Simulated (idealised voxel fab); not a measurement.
voxel wiring stack: a process module
The cross-section shown here is cut; it is 175 nm wide and divided into square cells measuring 5 nm on a side.
When this document writes out a cross-section, it uses a grid of square cells and lists it as bands, beginning at the top and moving down, with a band standing for one or more rows of cells. Basically the band line says how high the top is and how high the bottom is, in nm, and then what's in it from left to right, every material with its width in nm. Empty space shows up as "air", and if a single material carries "throughout" it runs the full band edge to edge. Zero point of the height axis is 0; under it, received wafer = one material. Lowest band: continues down indefinitely, "0..down". It should be noted that a width expressed as "30..40" varies in equal increments from row to row of cells within the band, taking the value of the first number at the top row and that of the second number at the bottom row. "nothing different" after a step means that no cell of the cross-section changed. Entry "Internal closed voids" = empty spaces >= 8 cells with no open way to the top; each as width x height at distance, distance from left edge, all nm. What comes after the settings on a step's line is commentary from the simulator itself on that step. What "overlay nm" on a step's line means: if the step has a mask, that mask lay this far to the right of its planned place, or, when the value is negative, to the left.

PLAN
1. RECEIVE with material Si
2. CONFORMAL_DEP with material SiO2, thk nm 15
3. DIRECTIONAL_DEP with material TiN, thk nm 5
4. DIRECTIONAL_DEP with material Ru, thk nm 20
5. PATTERN with tone cover, mask id METAL_1, material resist, width nm 25, pitch nm 50, thk nm 20, overlay nm 0
6. DIRECTIONAL_ETCH with etch materials Ru, depth nm 20
7. DIRECTIONAL_ETCH with etch materials TiN, depth nm 5
8. STRIP with etch materials resist
9. CONFORMAL_DEP with material SiN, thk nm 5
10. FILL_DEP with material lowk, thk nm 10
11. CMP with height nm 40
12. CONFORMAL_DEP with material SiCN, thk nm 5
13. DIRECTIONAL_DEP with material lowk, thk nm 30
14. PATTERN with tone open, mask id METAL_2, material resist, width nm 25, pitch nm 50, thk nm 15, overlay nm 0
15. DIRECTIONAL_ETCH with etch materials lowk, depth nm 15
16. STRIP with etch materials resist
17. DIRECTIONAL_DEP with material aC, thk nm 15
18. PATTERN with tone open, mask id METAL_2_HOLES, material resist, width nm 15, pitch nm 50, thk nm 35, overlay nm 0
19. DIRECTIONAL_ETCH with etch materials aC, depth nm 15
20. STRIP with etch materials resist
21. DIRECTIONAL_ETCH with etch materials lowk, depth nm 15
22. DIRECTIONAL_ETCH with etch materials SiCN, depth nm 5
23. STRIP with etch materials aC
24. CONFORMAL_DEP with material TiN, thk nm 5
25. FILL_DEP with material Cu, thk nm 5
26. CMP with height nm 75
27. CONFORMAL_DEP with material SiCN, thk nm 5

FIRST WAFER, AS PLANNED

WAFER AS RECEIVED: CROSS-SECTION FOLLOWING STEP 1
0..down = Si throughout
Internal closed voids: none

THE FOLLOWING CROSS-SECTION DEPICTS THE WAFER UPON COMPLETION OF STEP 2
15..0 = SiO2 throughout
Below 0, no change.

THE FOLLOWING CROSS-SECTION DEPICTS THE WAFER UPON COMPLETION OF STEP 3
20..15 = TiN throughout
Below 15, no change.

THE FOLLOWING CROSS-SECTION DEPICTS THE WAFER UPON COMPLETION OF STEP 4
40..20 = Ru throughout
Below 20, no change.

THE FOLLOWING CROSS-SECTION DEPICTS THE WAFER UPON COMPLETION OF STEP 5
60..40 = air: 25, then resist: 25, then air: 25, then resist: 25, then air: 25, then resist: 25, then air: 25
Below 40, no change.

THE FOLLOWING CROSS-SECTION DEPICTS THE WAFER UPON COMPLETION OF STEP 6
60..40 = air: 25, then resist: 25, then air: 25, then resist: 25, then air: 25, then resist: 25, then air: 25
40..20 = air: 25, then Ru: 25, then air: 25, then Ru: 25, then air: 25, then Ru: 25, then air: 25
Below 20, no change.

THE FOLLOWING CROSS-SECTION DEPICTS THE WAFER UPON COMPLETION OF STEP 7
60..40 = air: 25, then resist: 25, then air: 25, then resist: 25, then air: 25, then resist: 25, then air: 25
40..20 = air: 25, then Ru: 25, then air: 25, then Ru: 25, then air: 25, then Ru: 25, then air: 25
20..15 = air: 25, then TiN: 25, then air: 25, then TiN: 25, then air: 25, then TiN: 25, then air: 25
Below 15, no change.

THE FOLLOWING CROSS-SECTION DEPICTS THE WAFER UPON COMPLETION OF STEP 8
40..20 = air: 25, then Ru: 25, then air: 25, then Ru: 25, then air: 25, then Ru: 25, then air: 25
Below 20, no change.

THE FOLLOWING CROSS-SECTION DEPICTS THE WAFER UPON COMPLETION OF STEP 9
45..40 = air: 20, then SiN: 35, then air: 15, then SiN: 35, then air: 15, then SiN: 35, then air: 20
40..20 = air: 20, then SiN: 5, then Ru: 25, then SiN: 5, then air: 15, then SiN: 5, then Ru: 25, then SiN: 5, then air: 15, then SiN: 5, then Ru: 25, then SiN: 5, then air: 20
20..15 = SiN: 25, then TiN: 25, then SiN: 25, then TiN: 25, then SiN: 25, then TiN: 25, then SiN: 25
Below 15, no change.

THE FOLLOWING CROSS-SECTION DEPICTS THE WAFER UPON COMPLETION OF STEP 10
55..45 = lowk throughout
45..40 = lowk: 20, then SiN: 35, then lowk: 15, then SiN: 35, then lowk: 15, then SiN: 35, then lowk: 20
40..20 = lowk: 20, then SiN: 5, then Ru: 25, then SiN: 5, then lowk: 15, then SiN: 5, then Ru: 25, then SiN: 5, then lowk: 15, then SiN: 5, then Ru: 25, then SiN: 5, then lowk: 20
Below 20, no change.

THE FOLLOWING CROSS-SECTION DEPICTS THE WAFER UPON COMPLETION OF STEP 11
40..20 = lowk: 20, then SiN: 5, then Ru: 25, then SiN: 5, then lowk: 15, then SiN: 5, then Ru: 25, then SiN: 5, then lowk: 15, then SiN: 5, then Ru: 25, then SiN: 5, then lowk: 20
Below 20, no change.

THE FOLLOWING CROSS-SECTION DEPICTS THE WAFER UPON COMPLETION OF STEP 12
45..40 = SiCN throughout
Below 40, no change.

THE FOLLOWING CROSS-SECTION DEPICTS THE WAFER UPON COMPLETION OF STEP 13
75..45 = lowk throughout
Below 45, no change.

THE FOLLOWING CROSS-SECTION DEPICTS THE WAFER UPON COMPLETION OF STEP 14
90..75 = resist: 25, then air: 25, then resist: 25, then air: 25, then resist: 25, then air: 25, then resist: 25
Below 75, no change.

THE FOLLOWING CROSS-SECTION DEPICTS THE WAFER UPON COMPLETION OF STEP 15
90..75 = resist: 25, then air: 25, then resist: 25, then air: 25, then resist: 25, then air: 25, then resist: 25
75..60 = lowk: 25, then air: 25, then lowk: 25, then air: 25, then lowk: 25, then air: 25, then lowk: 25
Below 60, no change.

THE FOLLOWING CROSS-SECTION DEPICTS THE WAFER UPON COMPLETION OF STEP 16
75..60 = lowk: 25, then air: 25, then lowk: 25, then air: 25, then lowk: 25, then air: 25, then lowk: 25
Below 60, no change.

THE FOLLOWING CROSS-SECTION DEPICTS THE WAFER UPON COMPLETION OF STEP 17
90..75 = aC: 25, then air: 25, then aC: 25, then air: 25, then aC: 25, then air: 25, then aC: 25
75..60 = lowk: 25, then aC: 25, then lowk: 25, then aC: 25, then lowk: 25, then aC: 25, then lowk: 25
Below 60, no change.

THE FOLLOWING CROSS-SECTION DEPICTS THE WAFER UPON COMPLETION OF STEP 18
125..90 = resist: 25, then air: 15, then resist: 35, then air: 15, then resist: 35, then air: 15, then resist: 35
90..75 = aC: 25, then air: 15, then resist: 10, then aC: 25, then air: 15, then resist: 10, then aC: 25, then air: 15, then resist: 10, then aC: 25
Below 75, no change.

THE FOLLOWING CROSS-SECTION DEPICTS THE WAFER UPON COMPLETION OF STEP 19
110..90 = resist: 25, then air: 15, then resist: 35, then air: 15, then resist: 35, then air: 15, then resist: 35
90..75 = aC: 25, then air: 15, then resist: 10, then aC: 25, then air: 15, then resist: 10, then aC: 25, then air: 15, then resist: 10, then aC: 25
75..60 = lowk: 25, then air: 15, then aC: 10, then lowk: 25, then air: 15, then aC: 10, then lowk: 25, then air: 15, then aC: 10, then lowk: 25
Below 60, no change.

THE FOLLOWING CROSS-SECTION DEPICTS THE WAFER UPON COMPLETION OF STEP 20
90..75 = aC: 25, then air: 25, then aC: 25, then air: 25, then aC: 25, then air: 25, then aC: 25
Below 75, no change.

THE FOLLOWING CROSS-SECTION DEPICTS THE WAFER UPON COMPLETION OF STEP 21
90..75 = aC: 25, then air: 25, then aC: 25, then air: 25, then aC: 25, then air: 25, then aC: 25
75..60 = lowk: 25, then air: 15, then aC: 10, then lowk: 25, then air: 15, then aC: 10, then lowk: 25, then air: 15, then aC: 10, then lowk: 25
60..45 = lowk: 25, then air: 15, then lowk: 35, then air: 15, then lowk: 35, then air: 15, then lowk: 35
Below 45, no change.

THE FOLLOWING CROSS-SECTION DEPICTS THE WAFER UPON COMPLETION OF STEP 22
90..75 = aC: 25, then air: 25, then aC: 25, then air: 25, then aC: 25, then air: 25, then aC: 25
75..60 = lowk: 25, then air: 15, then aC: 10, then lowk: 25, then air: 15, then aC: 10, then lowk: 25, then air: 15, then aC: 10, then lowk: 25
60..45 = lowk: 25, then air: 15, then lowk: 35, then air: 15, then lowk: 35, then air: 15, then lowk: 35
45..40 = SiCN: 25, then air: 15, then SiCN: 35, then air: 15, then SiCN: 35, then air: 15, then SiCN: 35
Below 40, no change.

THE FOLLOWING CROSS-SECTION DEPICTS THE WAFER UPON COMPLETION OF STEP 23
75..60 = lowk: 25, then air: 25, then lowk: 25, then air: 25, then lowk: 25, then air: 25, then lowk: 25
Below 60, no change.

THE FOLLOWING CROSS-SECTION DEPICTS THE WAFER UPON COMPLETION OF STEP 24
80..75 = TiN: 30, then air: 15, then TiN: 35, then air: 15, then TiN: 35, then air: 15, then TiN: 30
75..65 = lowk: 25, then TiN: 5, then air: 15, then TiN: 5, then lowk: 25, then TiN: 5, then air: 15, then TiN: 5, then lowk: 25, then TiN: 5, then air: 15, then TiN: 5, then lowk: 25
65..60 = lowk: 25, then TiN: 5, then air: 5, then TiN: 15, then lowk: 25, then TiN: 5, then air: 5, then TiN: 15, then lowk: 25, then TiN: 5, then air: 5, then TiN: 15, then lowk: 25
60..45 = lowk: 25, then TiN: 5, then air: 5, then TiN: 5, then lowk: 35, then TiN: 5, then air: 5, then TiN: 5, then lowk: 35, then TiN: 5, then air: 5, then TiN: 5, then lowk: 35
45..40 = SiCN: 25, then TiN: 15, then SiCN: 35, then TiN: 15, then SiCN: 35, then TiN: 15, then SiCN: 35
Below 40, no change.

THE FOLLOWING CROSS-SECTION DEPICTS THE WAFER UPON COMPLETION OF STEP 25
85..80 = Cu throughout
80..75 = TiN: 30, then Cu: 15, then TiN: 35, then Cu: 15, then TiN: 35, then Cu: 15, then TiN: 30
75..65 = lowk: 25, then TiN: 5, then Cu: 15, then TiN: 5, then lowk: 25, then TiN: 5, then Cu: 15, then TiN: 5, then lowk: 25, then TiN: 5, then Cu: 15, then TiN: 5, then lowk: 25
65..60 = lowk: 25, then TiN: 5, then Cu: 5, then TiN: 15, then lowk: 25, then TiN: 5, then Cu: 5, then TiN: 15, then lowk: 25, then TiN: 5, then Cu: 5, then TiN: 15, then lowk: 25
60..45 = lowk: 25, then TiN: 5, then Cu: 5, then TiN: 5, then lowk: 35, then TiN: 5, then Cu: 5, then TiN: 5, then lowk: 35, then TiN: 5, then Cu: 5, then TiN: 5, then lowk: 35
Below 45, no change.

THE FOLLOWING CROSS-SECTION DEPICTS THE WAFER UPON COMPLETION OF STEP 26
75..65 = lowk: 25, then TiN: 5, then Cu: 15, then TiN: 5, then lowk: 25, then TiN: 5, then Cu: 15, then TiN: 5, then lowk: 25, then TiN: 5, then Cu: 15, then TiN: 5, then lowk: 25
Below 65, no change.

THE FOLLOWING CROSS-SECTION DEPICTS THE WAFER UPON COMPLETION OF STEP 27
80..75 = SiCN throughout
Below 75, no change.

COMPANION WAFER, THE SECOND OF TWO: SAME BEGINNING, SAME INTENDED SEQUENCE, ONE MISTAKE IN CARRYING IT OUT; THROUGH STEP 1 INCLUSIVE IT TRACKS THE FIRST EXACTLY

CROSS-SECTION OF THE SECOND WAFER AT THE TIME STEP 2 OF THE PLAN SHOULD HAVE ENDED
5..0 = TiN throughout
Below 0, no change.

CROSS-SECTION OF THE SECOND WAFER AT THE TIME STEP 3 OF THE PLAN SHOULD HAVE ENDED
20..5 = SiO2 throughout
Below 5, no change.

CROSS-SECTION OF THE SECOND WAFER AT THE TIME STEP 4 OF THE PLAN SHOULD HAVE ENDED
40..20 = Ru throughout
Below 20, no change.

CROSS-SECTION OF THE SECOND WAFER AT THE TIME STEP 5 OF THE PLAN SHOULD HAVE ENDED
60..40 = air: 25, then resist: 25, then air: 25, then resist: 25, then air: 25, then resist: 25, then air: 25
Below 40, no change.

CROSS-SECTION OF THE SECOND WAFER AT THE TIME STEP 6 OF THE PLAN SHOULD HAVE ENDED
60..40 = air: 25, then resist: 25, then air: 25, then resist: 25, then air: 25, then resist: 25, then air: 25
40..20 = air: 25, then Ru: 25, then air: 25, then Ru: 25, then air: 25, then Ru: 25, then air: 25
Below 20, no change.

Cross-section of the second wafer at the time step 7 of the plan should have ended: nothing different

CROSS-SECTION OF THE SECOND WAFER AT THE TIME STEP 8 OF THE PLAN SHOULD HAVE ENDED
40..20 = air: 25, then Ru: 25, then air: 25, then Ru: 25, then air: 25, then Ru: 25, then air: 25
Below 20, no change.

CROSS-SECTION OF THE SECOND WAFER AT THE TIME STEP 9 OF THE PLAN SHOULD HAVE ENDED
45..40 = air: 20, then SiN: 35, then air: 15, then SiN: 35, then air: 15, then SiN: 35, then air: 20
40..25 = air: 20, then SiN: 5, then Ru: 25, then SiN: 5, then air: 15, then SiN: 5, then Ru: 25, then SiN: 5, then air: 15, then SiN: 5, then Ru: 25, then SiN: 5, then air: 20
25..20 = SiN: 25, then Ru: 25, then SiN: 25, then Ru: 25, then SiN: 25, then Ru: 25, then SiN: 25
Below 20, no change.

CROSS-SECTION OF THE SECOND WAFER AT THE TIME STEP 10 OF THE PLAN SHOULD HAVE ENDED
55..45 = lowk throughout
45..40 = lowk: 20, then SiN: 35, then lowk: 15, then SiN: 35, then lowk: 15, then SiN: 35, then lowk: 20
40..25 = lowk: 20, then SiN: 5, then Ru: 25, then SiN: 5, then lowk: 15, then SiN: 5, then Ru: 25, then SiN: 5, then lowk: 15, then SiN: 5, then Ru: 25, then SiN: 5, then lowk: 20
Below 25, no change.

CROSS-SECTION OF THE SECOND WAFER AT THE TIME STEP 11 OF THE PLAN SHOULD HAVE ENDED
40..25 = lowk: 20, then SiN: 5, then Ru: 25, then SiN: 5, then lowk: 15, then SiN: 5, then Ru: 25, then SiN: 5, then lowk: 15, then SiN: 5, then Ru: 25, then SiN: 5, then lowk: 20
Below 25, no change.

CROSS-SECTION OF THE SECOND WAFER AT THE TIME STEP 12 OF THE PLAN SHOULD HAVE ENDED
45..40 = SiCN throughout
Below 40, no change.

CROSS-SECTION OF THE SECOND WAFER AT THE TIME STEP 13 OF THE PLAN SHOULD HAVE ENDED
75..45 = lowk throughout
Below 45, no change.

CROSS-SECTION OF THE SECOND WAFER AT THE TIME STEP 14 OF THE PLAN SHOULD HAVE ENDED
90..75 = resist: 25, then air: 25, then resist: 25, then air: 25, then resist: 25, then air: 25, then resist: 25
Below 75, no change.

CROSS-SECTION OF THE SECOND WAFER AT THE TIME STEP 15 OF THE PLAN SHOULD HAVE ENDED
90..75 = resist: 25, then air: 25, then resist: 25, then air: 25, then resist: 25, then air: 25, then resist: 25
75..60 = lowk: 25, then air: 25, then lowk: 25, then air: 25, then lowk: 25, then air: 25, then lowk: 25
Below 60, no change.

CROSS-SECTION OF THE SECOND WAFER AT THE TIME STEP 16 OF THE PLAN SHOULD HAVE ENDED
75..60 = lowk: 25, then air: 25, then lowk: 25, then air: 25, then lowk: 25, then air: 25, then lowk: 25
Below 60, no change.

CROSS-SECTION OF THE SECOND WAFER AT THE TIME STEP 17 OF THE PLAN SHOULD HAVE ENDED
90..75 = aC: 25, then air: 25, then aC: 25, then air: 25, then aC: 25, then air: 25, then aC: 25
75..60 = lowk: 25, then aC: 25, then lowk: 25, then aC: 25, then lowk: 25, then aC: 25, then lowk: 25
Below 60, no change.

CROSS-SECTION OF THE SECOND WAFER AT THE TIME STEP 18 OF THE PLAN SHOULD HAVE ENDED
125..90 = resist: 25, then air: 15, then resist: 35, then air: 15, then resist: 35, then air: 15, then resist: 35
90..75 = aC: 25, then air: 15, then resist: 10, then aC: 25, then air: 15, then resist: 10, then aC: 25, then air: 15, then resist: 10, then aC: 25
Below 75, no change.

CROSS-SECTION OF THE SECOND WAFER AT THE TIME STEP 19 OF THE PLAN SHOULD HAVE ENDED
110..90 = resist: 25, then air: 15, then resist: 35, then air: 15, then resist: 35, then air: 15, then resist: 35
90..75 = aC: 25, then air: 15, then resist: 10, then aC: 25, then air: 15, then resist: 10, then aC: 25, then air: 15, then resist: 10, then aC: 25
75..60 = lowk: 25, then air: 15, then aC: 10, then lowk: 25, then air: 15, then aC: 10, then lowk: 25, then air: 15, then aC: 10, then lowk: 25
Below 60, no change.

CROSS-SECTION OF THE SECOND WAFER AT THE TIME STEP 20 OF THE PLAN SHOULD HAVE ENDED
90..75 = aC: 25, then air: 25, then aC: 25, then air: 25, then aC: 25, then air: 25, then aC: 25
Below 75, no change.

CROSS-SECTION OF THE SECOND WAFER AT THE TIME STEP 21 OF THE PLAN SHOULD HAVE ENDED
90..75 = aC: 25, then air: 25, then aC: 25, then air: 25, then aC: 25, then air: 25, then aC: 25
75..60 = lowk: 25, then air: 15, then aC: 10, then lowk: 25, then air: 15, then aC: 10, then lowk: 25, then air: 15, then aC: 10, then lowk: 25
60..45 = lowk: 25, then air: 15, then lowk: 35, then air: 15, then lowk: 35, then air: 15, then lowk: 35
Below 45, no change.

CROSS-SECTION OF THE SECOND WAFER AT THE TIME STEP 22 OF THE PLAN SHOULD HAVE ENDED
90..75 = aC: 25, then air: 25, then aC: 25, then air: 25, then aC: 25, then air: 25, then aC: 25
75..60 = lowk: 25, then air: 15, then aC: 10, then lowk: 25, then air: 15, then aC: 10, then lowk: 25, then air: 15, then aC: 10, then lowk: 25
60..45 = lowk: 25, then air: 15, then lowk: 35, then air: 15, then lowk: 35, then air: 15, then lowk: 35
45..40 = SiCN: 25, then air: 15, then SiCN: 35, then air: 15, then SiCN: 35, then air: 15, then SiCN: 35
Below 40, no change.

CROSS-SECTION OF THE SECOND WAFER AT THE TIME STEP 23 OF THE PLAN SHOULD HAVE ENDED
75..60 = lowk: 25, then air: 25, then lowk: 25, then air: 25, then lowk: 25, then air: 25, then lowk: 25
Below 60, no change.

CROSS-SECTION OF THE SECOND WAFER AT THE TIME STEP 24 OF THE PLAN SHOULD HAVE ENDED
80..75 = TiN: 30, then air: 15, then TiN: 35, then air: 15, then TiN: 35, then air: 15, then TiN: 30
75..65 = lowk: 25, then TiN: 5, then air: 15, then TiN: 5, then lowk: 25, then TiN: 5, then air: 15, then TiN: 5, then lowk: 25, then TiN: 5, then air: 15, then TiN: 5, then lowk: 25
65..60 = lowk: 25, then TiN: 5, then air: 5, then TiN: 15, then lowk: 25, then TiN: 5, then air: 5, then TiN: 15, then lowk: 25, then TiN: 5, then air: 5, then TiN: 15, then lowk: 25
60..45 = lowk: 25, then TiN: 5, then air: 5, then TiN: 5, then lowk: 35, then TiN: 5, then air: 5, then TiN: 5, then lowk: 35, then TiN: 5, then air: 5, then TiN: 5, then lowk: 35
45..40 = SiCN: 25, then TiN: 15, then SiCN: 35, then TiN: 15, then SiCN: 35, then TiN: 15, then SiCN: 35
Below 40, no change.

CROSS-SECTION OF THE SECOND WAFER AT THE TIME STEP 25 OF THE PLAN SHOULD HAVE ENDED
85..80 = Cu throughout
80..75 = TiN: 30, then Cu: 15, then TiN: 35, then Cu: 15, then TiN: 35, then Cu: 15, then TiN: 30
75..65 = lowk: 25, then TiN: 5, then Cu: 15, then TiN: 5, then lowk: 25, then TiN: 5, then Cu: 15, then TiN: 5, then lowk: 25, then TiN: 5, then Cu: 15, then TiN: 5, then lowk: 25
65..60 = lowk: 25, then TiN: 5, then Cu: 5, then TiN: 15, then lowk: 25, then TiN: 5, then Cu: 5, then TiN: 15, then lowk: 25, then TiN: 5, then Cu: 5, then TiN: 15, then lowk: 25
60..45 = lowk: 25, then TiN: 5, then Cu: 5, then TiN: 5, then lowk: 35, then TiN: 5, then Cu: 5, then TiN: 5, then lowk: 35, then TiN: 5, then Cu: 5, then TiN: 5, then lowk: 35
Below 45, no change.

CROSS-SECTION OF THE SECOND WAFER AT THE TIME STEP 26 OF THE PLAN SHOULD HAVE ENDED
75..65 = lowk: 25, then TiN: 5, then Cu: 15, then TiN: 5, then lowk: 25, then TiN: 5, then Cu: 15, then TiN: 5, then lowk: 25, then TiN: 5, then Cu: 15, then TiN: 5, then lowk: 25
Below 65, no change.

CROSS-SECTION OF THE SECOND WAFER AT THE TIME STEP 27 OF THE PLAN SHOULD HAVE ENDED
80..75 = SiCN throughout
Below 75, no change.
Against the plan, the run slipped here: steps 2 and 3 of the plan were run in the wrong order, each in the other's place
Heads up, by the end the second wafer has more or fewer cells of some materials compared to the first: SiN: 6 fewer, TiN: 20 more, lowk: 14 fewer
